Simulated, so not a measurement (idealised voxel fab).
Module name: voxel wiring stack (process module)
Xsec cut, 260 nm wide, square cell size 5 nm.
Cross-section spec: square-cell grid; bands listed top down; each band is one or more rows.
Look at the band entry: it leads with the top's height and the bottom's height in nm. Then it lists the materials left to right, with a width in nm for each. The word "full width" on a single material says that material fills the band edge to edge. The word "air" is empty space.
Heights are reckoned from 0. Under this level, the received wafer is all of one material. The bottommost band is open-ended downward, for example "0 -> down".
Per-row width for "30..40": begins at first number (top row of band), ends at second number (bottom row), increment between rows held constant.
"changes: none" (step): cross-section cells unchanged, all of them.
Enclosed voids (no open way to top), threshold 8 cells or more, entry "Fully enclosed voids", notation width x height at distance, distance from left edge, nm.
That trailing text on a step's line, after the settings, is the simulator's own remark on the step.
"overlay nm" answers the question of how far to the right of plan the mask lay on a step that has a mask, and when it is negative the answer is to the left.

Intended process steps:
1) RECEIVE (material Si)
2) CONFORMAL_DEP (material SiO2; thk nm 15)
3) CONFORMAL_DEP (material SiN; thk nm 5)
4) DIRECTIONAL_DEP (material SiO2; thk nm 15)
5) PATTERN (tone open; mask id METAL_1; material resist; width nm 30; pitch nm 60; thk nm 15; overlay nm 0)
6) DIRECTIONAL_ETCH (etch materials SiO2; depth nm 15)
7) DIRECTIONAL_ETCH (etch materials SiN; depth nm 5)
8) STRIP (etch materials resist)
9) CONFORMAL_DEP (material TiN; thk nm 5)
10) FILL_DEP (material W; thk nm 5)
11) CMP (height nm 35)
12) EPI (material Ru; thk nm 5)
13) FILL_DEP (material SiCN; thk nm 5)
14) DIRECTIONAL_DEP (material lowk; thk nm 30)
15) DIRECTIONAL_DEP (material aC; thk nm 10)
16) PATTERN (tone open; mask id METAL_2; material resist; width nm 30; pitch nm 60; thk nm 25; overlay nm 0)
17) DIRECTIONAL_ETCH (etch materials aC; depth nm 10)
18) STRIP (etch materials resist)
19) DIRECTIONAL_ETCH (etch materials lowk; depth nm 20)
20) STRIP (etch materials aC)
21) DIRECTIONAL_DEP (material aC; thk nm 15)
22) PATTERN (tone open; mask id METAL_2_HOLES; material resist; width nm 15; pitch nm 120; thk nm 30; overlay nm 0)
23) DIRECTIONAL_ETCH (etch materials aC; depth nm 15)
24) STRIP (etch materials resist)
25) DIRECTIONAL_ETCH (etch materials lowk; depth nm 10)
26) DIRECTIONAL_ETCH (etch materials SiCN; depth nm 5)
27) STRIP (etch materials aC)
28) CONFORMAL_DEP (material TiN; thk nm 5)
29) FILL_DEP (material Cu; thk nm 5)
30) CMP (height nm 75)
31) CONFORMAL_DEP (material SiCN; thk nm 5)
32) DIRECTIONAL_DEP (material lowk; thk nm 15)
33) MASKED_ETCH (tone open; mask id PLUG_2; width nm 15; pitch nm 120; etch materials lowk; depth nm 15; overlay nm 0)
34) MASKED_ETCH (tone open; mask id PLUG_2; width nm 15; pitch nm 120; etch materials SiCN; depth nm 5; overlay nm 0)
35) EPI (material Ru; thk nm 10)
36) EPI (material Ru; thk nm 10)
37) DIRECTIONAL_DEP (material TiN; thk nm 5)
38) DIRECTIONAL_DEP (material Ru; thk nm 25)
39) MASKED_ETCH (tone cover; mask id METAL_3; width nm 30; pitch nm 60; etch materials Ru; depth nm 25; overlay nm 0)
40) MASKED_ETCH (tone cover; mask id METAL_3; width nm 30; pitch nm 60; etch materials TiN; depth nm 5; overlay nm 0)
41) CONFORMAL_DEP (material SiN; thk nm 5)
42) FILL_DEP (material SiO2; thk nm 5)
43) CMP (height nm 125)
44) CONFORMAL_DEP (material SiN; thk nm 5)

The cross-section here shows the wafer as received, i.e. in its state after step 1:
* 0 -> down = Si full width
* Fully enclosed voids: none

Cross-section, first of two wafers, end of module, run as planned:
* 130 -> 125 = SiN full width
* 125 -> 100 = 50 SiO2 | 5 SiN | 30 Ru | 5 SiN | 20 SiO2 | 5 SiN | 30 Ru | 5 SiN | 20 SiO2 | 5 SiN | 30 Ru | 5 SiN | 50 SiO2
* 100 -> 95 = 55 SiN | 30 TiN | 30 SiN | 30 TiN | 30 SiN | 30 TiN | 55 SiN
* 95 -> 80 = 55 lowk | 15 Ru | 105 lowk | 15 Ru | 70 lowk
* 80 -> 75 = 55 SiCN | 15 Ru | 105 SiCN | 15 Ru | 70 SiCN
* 75 -> 60 = 55 lowk | 5 TiN | 20 Cu | 5 TiN | 30 lowk | 5 TiN | 20 Cu | 5 TiN | 30 lowk | 5 TiN | 20 Cu | 5 TiN | 55 lowk
* 60 -> 55 = 55 lowk | 5 TiN | 5 Cu | 20 TiN | 30 lowk | 30 TiN | 30 lowk | 5 TiN | 5 Cu | 20 TiN | 55 lowk
* 55 -> 45 = 55 lowk | 5 TiN | 5 Cu | 5 TiN | 105 lowk | 5 TiN | 5 Cu | 5 TiN | 70 lowk
* 45 -> 40 = 55 SiCN | 15 TiN | 105 SiCN | 15 TiN | 70 SiCN
* 40 -> 35 = 50 SiCN | 40 Ru | 20 SiCN | 40 Ru | 20 SiCN | 40 Ru | 50 SiCN
* 35 -> 20 = 55 SiO2 | 5 TiN | 20 W | 5 TiN | 30 SiO2 | 5 TiN | 20 W | 5 TiN | 30 SiO2 | 5 TiN | 20 W | 5 TiN | 55 SiO2
* 20 -> 15 = 55 SiN | 30 TiN | 30 SiN | 30 TiN | 30 SiN | 30 TiN | 55 SiN
* 15 -> 0 = SiO2 full width
* 0 -> down = Si full width
* Fully enclosed voids: none

Presented here is a cross-section of the second of the two wafers as it stood at the end of the module. It was started in the same manner and assigned the same plan as the first wafer; however, one mistake was made in its execution:
* 130 -> 125 = SiN full width
* 125 -> 105 = 50 SiO2 | 5 SiN | 30 Ru | 5 SiN | 20 SiO2 | 5 SiN | 30 Ru | 5 SiN | 20 SiO2 | 5 SiN | 30 Ru | 5 SiN | 50 SiO2
* 105 -> 100 = 40 SiO2 | 15 SiN | 30 Ru | 5 SiN | 10 SiO2 | 15 SiN | 30 Ru | 5 SiN | 10 SiO2 | 15 SiN | 30 Ru | 5 SiN | 50 SiO2
* 100 -> 95 = 45 SiN | 40 TiN | 20 SiN | 40 TiN | 20 SiN | 40 TiN | 55 SiN
* 95 -> 80 = 55 lowk | 15 Ru | 105 lowk | 15 Ru | 70 lowk
* 80 -> 75 = 55 SiCN | 15 Ru | 105 SiCN | 15 Ru | 70 SiCN
* 75 -> 60 = 55 lowk | 5 TiN | 20 Cu | 5 TiN | 30 lowk | 5 TiN | 20 Cu | 5 TiN | 30 lowk | 5 TiN | 20 Cu | 5 TiN | 55 lowk
* 60 -> 55 = 55 lowk | 5 TiN | 5 Cu | 20 TiN | 30 lowk | 30 TiN | 30 lowk | 5 TiN | 5 Cu | 20 TiN | 55 lowk
* 55 -> 45 = 55 lowk | 5 TiN | 5 Cu | 5 TiN | 105 lowk | 5 TiN | 5 Cu | 5 TiN | 70 lowk
* 45 -> 40 = 55 SiCN | 15 TiN | 105 SiCN | 15 TiN | 70 SiCN
* 40 -> 35 = 50 SiCN | 40 Ru | 20 SiCN | 40 Ru | 20 SiCN | 40 Ru | 50 SiCN
* 35 -> 20 = 55 SiO2 | 5 TiN | 20 W | 5 TiN | 30 SiO2 | 5 TiN | 20 W | 5 TiN | 30 SiO2 | 5 TiN | 20 W | 5 TiN | 55 SiO2
* 20 -> 15 = 55 SiN | 30 TiN | 30 SiN | 30 TiN | 30 SiN | 30 TiN | 55 SiN
* 15 -> 0 = SiO2 full width
* 0 -> down = Si full width
* Fully enclosed voids: none
Finding, execution versus plan: off-plan run, step 40, actual operation and settings MASKED_ETCH (tone cover; mask id METAL_3; width nm 30; pitch nm 60; etch materials TiN; depth nm 5; overlay nm -10)
Cell-count delta at end, second wafer over first, by material: SiO2: 6 fewer, TiN: 6 more
